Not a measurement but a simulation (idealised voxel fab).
process module | voxel tone inversion
cross-section cut | 210 nm wide | cells 5 nm
A cross-section is a grid of square cells, given in bands from the top down. A band is one or more rows of cells.
Each band's line starts with the height of the band's top and of its bottom, in nm. Then come its materials from left to right, each with its width in nm. One material with "throughout" fills the band from edge to edge. "air" is empty space.
Height 0 is the level under which the wafer as received is all one material. The lowest band goes on downwards, as in "0 down".
A width such as "30 to 40" changes by the same amount from each row of cells to the next, from the band's top row to its bottom row.
"no change" after a step means that no cell of the cross-section changed.
closed voids: empty space of 8 cells or more with no open way to the top, each as width x height at its distance from the left edge, in nm
after a step's settings: what the simulator itself notes on the step
overlay nm, on a step with a mask: how far to the right of its planned place the mask lay; to the left if negative
plan
1 op RECEIVE | material Si
2 op CONFORMAL_DEP | material SiN | thk nm 10
3 op DIRECTIONAL_DEP | material aC | thk nm 25
4 op PATTERN | tone cover | mask id POSTS | material resist | width nm 15 | pitch nm 45 | thk nm 30 | overlay nm 0
5 op DIRECTIONAL_ETCH | etch materials aC | depth nm 25
6 op STRIP | etch materials resist
7 op FILL_DEP | material lowk | thk nm 5
8 op CMP | height nm 35
9 op STRIP | etch materials aC
as received, after step 1
  0 down: Si throughout
  closed voids: none
first wafer at the end, as planned
  35 to 10: lowk 75 | air 15 | lowk 30 | air 15 | lowk 75
  10 to 0: SiN throughout
  0 down: Si throughout
  closed voids: none
second wafer at the end: like start, like plan, one mistake
  35 to 10: lowk 85 | air 15 | lowk 30 | air 15 | lowk 65
  10 to 0: SiN throughout
  0 down: Si throughout
  closed voids: none
what went wrong: step 4 ran as: op PATTERN | tone cover | mask id POSTS | material resist | width nm 15 | pitch nm 45 | thk nm 30 | overlay nm 10
at the end the second wafer has, in cells: as many of each material as the first, in other places
